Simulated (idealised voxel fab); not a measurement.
The process module presented herein is designated voxel self aligned contacts.
For reference, the cross-section in this document is cut, with width 205 nm and square cells of 5 nm.
Notation: cross-section as square-cell grid; stated in bands, top first, going down; one or more cell rows per band.
The entry gives the band's vertical extent as a top height and a bottom height in nm, then its horizontal make-up as materials from left to right, each with a width in nm. "empty" stands for empty space; a single material marked "full width" fills the band edge to edge.
Height 0 is the level under which the wafer as received is all one material. The lowest band goes on downwards, as in "z 0 and below".
Think of "30 to 40" as a width that walks from the first number to the second as you go down the band, top row to bottom row, taking equal-sized steps from row to row.
"everything unchanged" after a step means that no cell of the cross-section changed.
Entry "Voids, sealed" = empty spaces >= 8 cells with no open way to the top; each as width x height at distance, distance from left edge, all nm.
Whatever follows a step's settings on its line is a remark the simulator itself makes about that step.
When a step includes a mask, the "overlay nm" setting on its line states how far to the right of its planned place that mask lay, and negative values state how far to the left.
**Planned process steps**
step 1: RECEIVE [material Si]
step 2: OXIDIZE [depth nm 5]
step 3: DIRECTIONAL_DEP [material polySi] [thk nm 20]
step 4: DIRECTIONAL_DEP [material SiN] [thk nm 20]
step 5: PATTERN [tone cover] [mask id GATE] [material resist] [width nm 35] [pitch nm 65] [thk nm 20] [overlay nm 0]
step 6: DIRECTIONAL_ETCH [etch materials SiN] [depth nm 20]
step 7: DIRECTIONAL_ETCH [etch materials polySi] [depth nm 20]
step 8: STRIP [etch materials resist]
step 9: CONFORMAL_DEP [material SiN] [thk nm 5]
step 10: DIRECTIONAL_ETCH [etch materials SiN] [depth nm 5]
step 11: FILL_DEP [material SiO2] [thk nm 15]
step 12: CMP [height nm 50]
step 13: PATTERN [tone open] [mask id CONTACT] [material resist] [width nm 40] [pitch nm 65] [thk nm 15] [overlay nm 0]
step 14: DIRECTIONAL_ETCH [etch materials SiO2] [depth nm 55]
step 15: STRIP [etch materials resist]
step 16: CONFORMAL_DEP [material TiN] [thk nm 5]
step 17: FILL_DEP [material W] [thk nm 5]
step 18: CMP [height nm 50]
step 19: CONFORMAL_DEP [material SiN] [thk nm 5]
**First wafer, two in total, run as planned**
**This is the cross-section of the wafer as we received it, i.e. after step 1**
* z 0 and below | Si full width
* Voids, sealed: none
**Once step 2 is through, the wafer looks like this in cross-section**
* z 0 to -5 | SiO2 full width
* Rest of section, below -5: as before.
**Once step 3 is through, the wafer looks like this in cross-section**
* z 20 to 0 | polySi full width
* Rest of section, below 0: as before.
**Once step 4 is through, the wafer looks like this in cross-section**
* z 40 to 20 | SiN full width
* Rest of section, below 20: as before.
**Once step 5 is through, the wafer looks like this in cross-section**
* z 60 to 40 | empty: 20 / resist: 35 / empty: 30 / resist: 35 / empty: 30 / resist: 35 / empty: 20
* Rest of section, below 40: as before.
**Once step 6 is through, the wafer looks like this in cross-section**
* z 60 to 40 | empty: 20 / resist: 35 / empty: 30 / resist: 35 / empty: 30 / resist: 35 / empty: 20
* z 40 to 20 | empty: 20 / SiN: 35 / empty: 30 / SiN: 35 / empty: 30 / SiN: 35 / empty: 20
* Rest of section, below 20: as before.
**Once step 7 is through, the wafer looks like this in cross-section**
* z 60 to 40 | empty: 20 / resist: 35 / empty: 30 / resist: 35 / empty: 30 / resist: 35 / empty: 20
* z 40 to 20 | empty: 20 / SiN: 35 / empty: 30 / SiN: 35 / empty: 30 / SiN: 35 / empty: 20
* z 20 to 0 | empty: 20 / polySi: 35 / empty: 30 / polySi: 35 / empty: 30 / polySi: 35 / empty: 20
* Rest of section, below 0: as before.
**Once step 8 is through, the wafer looks like this in cross-section**
* z 40 to 20 | empty: 20 / SiN: 35 / empty: 30 / SiN: 35 / empty: 30 / SiN: 35 / empty: 20
* Rest of section, below 20: as before.
**Once step 9 is through, the wafer looks like this in cross-section**
* z 45 to 20 | empty: 15 / SiN: 45 / empty: 20 / SiN: 45 / empty: 20 / SiN: 45 / empty: 15
* z 20 to 5 | empty: 15 / SiN: 5 / polySi: 35 / SiN: 5 / empty: 20 / SiN: 5 / polySi: 35 / SiN: 5 / empty: 20 / SiN: 5 / polySi: 35 / SiN: 5 / empty: 15
* z 5 to 0 | SiN: 20 / polySi: 35 / SiN: 30 / polySi: 35 / SiN: 30 / polySi: 35 / SiN: 20
* Rest of section, below 0: as before.
**Once step 10 is through, the wafer looks like this in cross-section**
* z 40 to 20 | empty: 15 / SiN: 45 / empty: 20 / SiN: 45 / empty: 20 / SiN: 45 / empty: 15
* z 20 to 0 | empty: 15 / SiN: 5 / polySi: 35 / SiN: 5 / empty: 20 / SiN: 5 / polySi: 35 / SiN: 5 / empty: 20 / SiN: 5 / polySi: 35 / SiN: 5 / empty: 15
* Rest of section, below 0: as before.
**Once step 11 is through, the wafer looks like this in cross-section**
* z 55 to 40 | SiO2 full width
* z 40 to 20 | SiO2: 15 / SiN: 45 / SiO2: 20 / SiN: 45 / SiO2: 20 / SiN: 45 / SiO2: 15
* z 20 to 0 | SiO2: 15 / SiN: 5 / polySi: 35 / SiN: 5 / SiO2: 20 / SiN: 5 / polySi: 35 / SiN: 5 / SiO2: 20 / SiN: 5 / polySi: 35 / SiN: 5 / SiO2: 15
* Rest of section, below 0: as before.
**Once step 12 is through, the wafer looks like this in cross-section**
* z 50 to 40 | SiO2 full width
* Rest of section, below 40: as before.
**Once step 13 is through, the wafer looks like this in cross-section**
* z 65 to 50 | resist: 50 / empty: 40 / resist: 25 / empty: 40 / resist: 50
* Rest of section, below 50: as before.
**Once step 14 is through, the wafer looks like this in cross-section**
* z 65 to 50 | resist: 50 / empty: 40 / resist: 25 / empty: 40 / resist: 50
* z 50 to 40 | SiO2: 50 / empty: 40 / SiO2: 25 / empty: 40 / SiO2: 50
* z 40 to 20 | SiO2: 15 / SiN: 45 / empty: 20 / SiN: 45 / empty: 20 / SiN: 45 / SiO2: 15
* z 20 to 0 | SiO2: 15 / SiN: 5 / polySi: 35 / SiN: 5 / empty: 20 / SiN: 5 / polySi: 35 / SiN: 5 / empty: 20 / SiN: 5 / polySi: 35 / SiN: 5 / SiO2: 15
* z 0 to -5 | SiO2: 60 / empty: 20 / SiO2: 45 / empty: 20 / SiO2: 60
* Rest of section, below -5: as before.
**Once step 15 is through, the wafer looks like this in cross-section**
* z 50 to 40 | SiO2: 50 / empty: 40 / SiO2: 25 / empty: 40 / SiO2: 50
* Rest of section, below 40: as before.
**Once step 16 is through, the wafer looks like this in cross-section**
* z 55 to 50 | TiN: 55 / empty: 30 / TiN: 35 / empty: 30 / TiN: 55
* z 50 to 40 | SiO2: 50 / TiN: 5 to 15 / empty: 30 to 10 / TiN: 5 to 15 / SiO2: 25 / TiN: 5 to 15 / empty: 30 to 10 / TiN: 5 to 15 / SiO2: 50
* z 40 to 20 | SiO2: 15 / SiN: 45 / TiN: 5 / empty: 10 / TiN: 5 / SiN: 45 / TiN: 5 / empty: 10 / TiN: 5 / SiN: 45 / SiO2: 15
* z 20 to 0 | SiO2: 15 / SiN: 5 / polySi: 35 / SiN: 5 / TiN: 5 / empty: 10 / TiN: 5 / SiN: 5 / polySi: 35 / SiN: 5 / TiN: 5 / empty: 10 / TiN: 5 / SiN: 5 / polySi: 35 / SiN: 5 / SiO2: 15
* z 0 to -5 | SiO2: 60 / TiN: 20 / SiO2: 45 / TiN: 20 / SiO2: 60
* Rest of section, below -5: as before.
**Once step 17 is through, the wafer looks like this in cross-section**
* z 60 to 55 | W full width
* z 55 to 50 | TiN: 55 / W: 30 / TiN: 35 / W: 30 / TiN: 55
* z 50 to 40 | SiO2: 50 / TiN: 5 to 15 / W: 30 to 10 / TiN: 5 to 15 / SiO2: 25 / TiN: 5 to 15 / W: 30 to 10 / TiN: 5 to 15 / SiO2: 50
* z 40 to 20 | SiO2: 15 / SiN: 45 / TiN: 5 / W: 10 / TiN: 5 / SiN: 45 / TiN: 5 / W: 10 / TiN: 5 / SiN: 45 / SiO2: 15
* z 20 to 0 | SiO2: 15 / SiN: 5 / polySi: 35 / SiN: 5 / TiN: 5 / W: 10 / TiN: 5 / SiN: 5 / polySi: 35 / SiN: 5 / TiN: 5 / W: 10 / TiN: 5 / SiN: 5 / polySi: 35 / SiN: 5 / SiO2: 15
* Rest of section, below 0: as before.
**Once step 18 is through, the wafer looks like this in cross-section**
* z 50 to 40 | SiO2: 50 / TiN: 5 to 15 / W: 30 to 10 / TiN: 5 to 15 / SiO2: 25 / TiN: 5 to 15 / W: 30 to 10 / TiN: 5 to 15 / SiO2: 50
* Rest of section, below 40: as before.
**Once step 19 is through, the wafer looks like this in cross-section**
* z 55 to 50 | SiN full width
* Rest of section, below 50: as before.
**Wafer two: like wafer one in start and plan, but with one mistake in execution; identical up to and including step 12**
**Planned end of step 13: second wafer, cross-section**
* z 65 to 50 | resist: 45 / empty: 40 / resist: 25 / empty: 40 / resist: 55
* Rest of section, below 50: as before.
**Planned end of step 14: second wafer, cross-section**
* z 65 to 50 | resist: 45 / empty: 40 / resist: 25 / empty: 40 / resist: 55
* z 50 to 40 | SiO2: 45 / empty: 40 / SiO2: 25 / empty: 40 / SiO2: 55
* z 40 to 20 | SiO2: 15 / SiN: 45 / empty: 20 / SiN: 45 / empty: 20 / SiN: 45 / SiO2: 15
* z 20 to 0 | SiO2: 15 / SiN: 5 / polySi: 35 / SiN: 5 / empty: 20 / SiN: 5 / polySi: 35 / SiN: 5 / empty: 20 / SiN: 5 / polySi: 35 / SiN: 5 / SiO2: 15
* z 0 to -5 | SiO2: 60 / empty: 20 / SiO2: 45 / empty: 20 / SiO2: 60
* Rest of section, below -5: as before.
**Planned end of step 15: second wafer, cross-section**
* z 50 to 40 | SiO2: 45 / empty: 40 / SiO2: 25 / empty: 40 / SiO2: 55
* Rest of section, below 40: as before.
**Planned end of step 16: second wafer, cross-section**
* z 55 to 50 | TiN: 50 / empty: 30 / TiN: 35 / empty: 30 / TiN: 60
* z 50 to 40 | SiO2: 45 / TiN: 5 to 20 / empty: 30 to 10 / TiN: 5 to 10 / SiO2: 25 / TiN: 5 to 20 / empty: 30 to 10 / TiN: 5 to 10 / SiO2: 55
* z 40 to 20 | SiO2: 15 / SiN: 45 / TiN: 5 / empty: 10 / TiN: 5 / SiN: 45 / TiN: 5 / empty: 10 / TiN: 5 / SiN: 45 / SiO2: 15
* z 20 to 0 | SiO2: 15 / SiN: 5 / polySi: 35 / SiN: 5 / TiN: 5 / empty: 10 / TiN: 5 / SiN: 5 / polySi: 35 / SiN: 5 / TiN: 5 / empty: 10 / TiN: 5 / SiN: 5 / polySi: 35 / SiN: 5 / SiO2: 15
* z 0 to -5 | SiO2: 60 / TiN: 20 / SiO2: 45 / TiN: 20 / SiO2: 60
* Rest of section, below -5: as before.
**Planned end of step 17: second wafer, cross-section**
* z 60 to 55 | W full width
* z 55 to 50 | TiN: 50 / W: 30 / TiN: 35 / W: 30 / TiN: 60
* z 50 to 40 | SiO2: 45 / TiN: 5 to 20 / W: 30 to 10 / TiN: 5 to 10 / SiO2: 25 / TiN: 5 to 20 / W: 30 to 10 / TiN: 5 to 10 / SiO2: 55
* z 40 to 20 | SiO2: 15 / SiN: 45 / TiN: 5 / W: 10 / TiN: 5 / SiN: 45 / TiN: 5 / W: 10 / TiN: 5 / SiN: 45 / SiO2: 15
* z 20 to 0 | SiO2: 15 / SiN: 5 / polySi: 35 / SiN: 5 / TiN: 5 / W: 10 / TiN: 5 / SiN: 5 / polySi: 35 / SiN: 5 / TiN: 5 / W: 10 / TiN: 5 / SiN: 5 / polySi: 35 / SiN: 5 / SiO2: 15
* Rest of section, below 0: as before.
**Planned end of step 18: second wafer, cross-section**
* z 50 to 40 | SiO2: 45 / TiN: 5 to 20 / W: 30 to 10 / TiN: 5 to 10 / SiO2: 25 / TiN: 5 to 20 / W: 30 to 10 / TiN: 5 to 10 / SiO2: 55
* Rest of section, below 40: as before.
**Planned end of step 19: second wafer, cross-section**
* z 55 to 50 | SiN full width
* Rest of section, below 50: as before.
Nonconformance to the process plan: step 13 was run on a setting that differed from the plan, and what really ran there is PATTERN [tone open] [mask id CONTACT] [material resist] [width nm 40] [pitch nm 65] [thk nm 15] [overlay nm -5]
The concluding comparison shows that, measured in cells, each material is equally abundant on both wafers, albeit at different positions.
